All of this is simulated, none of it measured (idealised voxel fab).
Process module in this document: voxel released beams
It is cross-section cut that appears here, measuring 280 nm in width, its square cells being 5 nm in size.
Notation: cross-section as square-cell grid; stated in bands, top first, going down; one or more cell rows per band. Band entry format. Leading values: height of top, height of bottom, nm. Remainder: materials in left-to-right order, each with its width in nm. Special words: "all across" on a single material, which then fills the band edge to edge; "blank", empty space. Ref level 0: as-received wafer is one material below here. Bottom band extends down with no lower bound ("0 and below"). Per-row width for "30..40": begins at first number (top row of band), ends at second number (bottom row), increment between rows held constant. No cell of the cross-section changed in a step that is given as "remained unchanged". "Fully sealed voids" specifies each empty space that is not open to the top and that occupies no fewer than 8 cells, using the form width x height at distance, the distance measured from the left edge and all three quantities in nm. Heads up: the bit after the settings on a step's line is the simulator's remark on that step. A step line may carry the setting "overlay nm", which, for steps involving a mask, states the distance by which the mask lay to the right of its intended position; negative values denote displacement to the left.
[plan]
1. RECEIVE with material Si
2. CONFORMAL_DEP with material SiN, thk nm 10
3. DIRECTIONAL_DEP with material SiO2, thk nm 15
4. DIRECTIONAL_DEP with material aC, thk nm 10
5. PATTERN with tone open, mask id ANCHOR, material resist, width nm 35, thk nm 30, overlay nm -15
6. DIRECTIONAL_ETCH with etch materials aC, depth nm 10
7. STRIP with etch materials resist
8. DIRECTIONAL_ETCH with etch materials SiO2, depth nm 15
9. STRIP with etch materials aC
10. CONFORMAL_DEP with material W, thk nm 10
11. MASKED_ETCH with tone cover, mask id BEAM, width nm 120, etch materials W, depth nm 10, overlay nm 0
12. STRIP with etch materials SiO2
All wafers enter the flow in the same state. The overlay nm at step 5 differs from wafer to wafer, and the plan gives the value for the first wafer.
[Received condition of the first of several wafers, sectioned: post-step 1]
0 and below = Si all across
Fully sealed voids: none
[Basically each wafer gets a line in the table, showing it at the end of the module: material by material, the cells it gained (+) or lost (-) since we got it, then its closed voids]
overlay nm -15, +112 SiN, +60 W, Fully sealed voids: none
overlay nm -10, +112 SiN, +60 W, Fully sealed voids: none
overlay nm -5, +112 SiN, +60 W, Fully sealed voids: none
overlay nm 0, +112 SiN, +60 W, Fully sealed voids: none
overlay nm 5, +112 SiN, +60 W, Fully sealed voids: none
overlay nm 10, +112 SiN, +60 W, Fully sealed voids: none
overlay nm 15, +112 SiN, +60 W, Fully sealed voids: none
